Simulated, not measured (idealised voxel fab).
Process module heading - voxel capacitor over wiring
Section cut is 200 nm wide and gridded with 5 nm square cells.
For the purposes of this document, a cross-section shall be understood as a grid of square cells, specified as bands listed in top-to-bottom order, each band consisting of one or more rows of cells. Heights first: top, then bottom, in nm. Then materials, left to right, each with a width in nm. "everywhere" on a single material: fills the band edge to edge. "blank": empty space. Beneath 0, the wafer as received is one material, and that level is where height counting begins. The lowest band goes on downward without a bottom; it is written like "top 0, no bottom". The two numbers in a width such as "30 to 40" mark its ends across the band: the first belongs to the top row of cells, the second to the bottom row, and from each row to the next the width moves by the same amount. The cross-section has no changed cell in any step marked "all unchanged". "Encapsulated voids": empty spaces of 8 cells or more with no open way to the top, each given as width x height at distance, distance from the left edge, all in nm. On a step's line, text after the settings is the simulator commenting on that step. overlay nm, on a step with a mask: how far to the right of its planned place the mask lay; to the left if negative.

**Here's what the planned process steps look like**
1. RECEIVE | material Si
2. CONFORMAL_DEP | material SiO2 | thk nm 15
3. CONFORMAL_DEP | material SiCN | thk nm 5
4. DIRECTIONAL_DEP | material lowk | thk nm 20
5. PATTERN | tone open | mask id METAL_1 | material resist | width nm 20 | pitch nm 70 | thk nm 20 | overlay nm 0
6. DIRECTIONAL_ETCH | etch materials lowk | depth nm 20
7. DIRECTIONAL_ETCH | etch materials SiCN | depth nm 5
8. STRIP | etch materials resist
9. CONFORMAL_DEP | material TiN | thk nm 5
10. FILL_DEP | material Cu | thk nm 10
11. CMP | height nm 40
12. CONFORMAL_DEP | material SiCN | thk nm 5
13. DIRECTIONAL_DEP | material lowk | thk nm 10
14. PATTERN | tone open | mask id PLUG_1 | material resist | width nm 15 | thk nm 15 | overlay nm 0
15. DIRECTIONAL_ETCH | etch materials lowk | depth nm 10
16. DIRECTIONAL_ETCH | etch materials SiCN | depth nm 5
17. STRIP | etch materials resist
18. EPI | material Ru | thk nm 10
19. EPI | material Ru | thk nm 5
20. DIRECTIONAL_DEP | material TiN | thk nm 5
21. DIRECTIONAL_DEP | material SiN | thk nm 5
22. DIRECTIONAL_DEP | material TiN | thk nm 5
23. DIRECTIONAL_DEP | material aC | thk nm 10
24. PATTERN | tone cover | mask id UPPER_PLATE | material resist | width nm 55 | thk nm 30 | overlay nm 0
25. DIRECTIONAL_ETCH | etch materials aC | depth nm 10
26. STRIP | etch materials resist
27. DIRECTIONAL_ETCH | etch materials TiN | depth nm 5
28. DIRECTIONAL_ETCH | etch materials SiN | depth nm 5
29. STRIP | etch materials aC
30. MASKED_ETCH | tone cover | mask id LOWER_PLATE | width nm 65 | etch materials TiN | depth nm 5 | overlay nm 0
31. FILL_DEP | material SiO2 | thk nm 15
32. CMP | height nm 70
33. PATTERN | tone open | mask id PLUG_2 | material resist | width nm 15 | thk nm 20 | overlay nm 0
34. DIRECTIONAL_ETCH | etch materials SiO2 | depth nm 10
35. STRIP | etch materials resist
36. CONFORMAL_DEP | material TiN | thk nm 5
37. FILL_DEP | material Cu | thk nm 10
38. CMP | height nm 80
39. CONFORMAL_DEP | material SiN | thk nm 5
All wafers enter the flow in the same state. The height nm at step 32 differs from wafer to wafer, and the plan gives the value for the first wafer.

**Here's the first of the wafers in cross-section, just as we got it, i.e. after step 1**
- top 0, no bottom  Si everywhere
- Encapsulated voids: none

**Cross-section of the first of several wafers once the module has run through its last step, step 39**
- top 85, bottom 80  SiN everywhere
- top 80, bottom 75  Cu everywhere
- top 75, bottom 70  TiN everywhere
- top 70, bottom 65  SiO2 60 / TiN 55 / SiO2 85
- top 65, bottom 60  SiO2 60 / SiN 55 / SiO2 85
- top 60, bottom 55  SiO2 55 / TiN 65 / SiO2 80
- top 55, bottom 45  lowk 60 / Ru 15 / lowk 125
- top 45, bottom 40  SiCN 60 / Ru 15 / SiCN 125
- top 40, bottom 20  lowk 55 / TiN 5 / Cu 10 / TiN 5 / lowk 50 / TiN 5 / Cu 10 / TiN 5 / lowk 55
- top 20, bottom 15  SiCN 55 / TiN 20 / SiCN 50 / TiN 20 / SiCN 55
- top 15, bottom 0  SiO2 everywhere
- top 0, no bottom  Si everywhere
- Encapsulated voids: none

**Cross-section, module end, final of several wafers**
- top 85, bottom 80  SiN everywhere
- top 80, bottom 75  SiO2 70 / TiN 15 / SiO2 115
- top 75, bottom 70  SiO2 everywhere
- top 70, bottom 65  SiO2 60 / TiN 55 / SiO2 85
- top 65, bottom 60  SiO2 60 / SiN 55 / SiO2 85
- top 60, bottom 55  SiO2 55 / TiN 65 / SiO2 80
- top 55, bottom 45  lowk 60 / Ru 15 / lowk 125
- top 45, bottom 40  SiCN 60 / Ru 15 / SiCN 125
- top 40, bottom 20  lowk 55 / TiN 5 / Cu 10 / TiN 5 / lowk 50 / TiN 5 / Cu 10 / TiN 5 / lowk 55
- top 20, bottom 15  SiCN 55 / TiN 20 / SiCN 50 / TiN 20 / SiCN 55
- top 15, bottom 0  SiO2 everywhere
- top 0, no bottom  Si everywhere
- Encapsulated voids: none

**Row per wafer, end-of-module: cell gain (+)/loss (-) by material since the wafer came in, then closed voids**
height nm 70, +56 Cu, +9 Ru, +69 SiCN, +51 SiN, +205 SiO2, +88 TiN, +202 lowk, Encapsulated voids: none
height nm 75, +17 Cu, +9 Ru, +69 SiCN, +51 SiN, +242 SiO2, +90 TiN, +202 lowk, Encapsulated voids: none
height nm 80, +17 Cu, +9 Ru, +69 SiCN, +51 SiN, +279 SiO2, +53 TiN, +202 lowk, Encapsulated voids: none
height nm 85, +16 Cu, +9 Ru, +69 SiCN, +51 SiN, +282 SiO2, +51 TiN, +202 lowk, Encapsulated voids: none
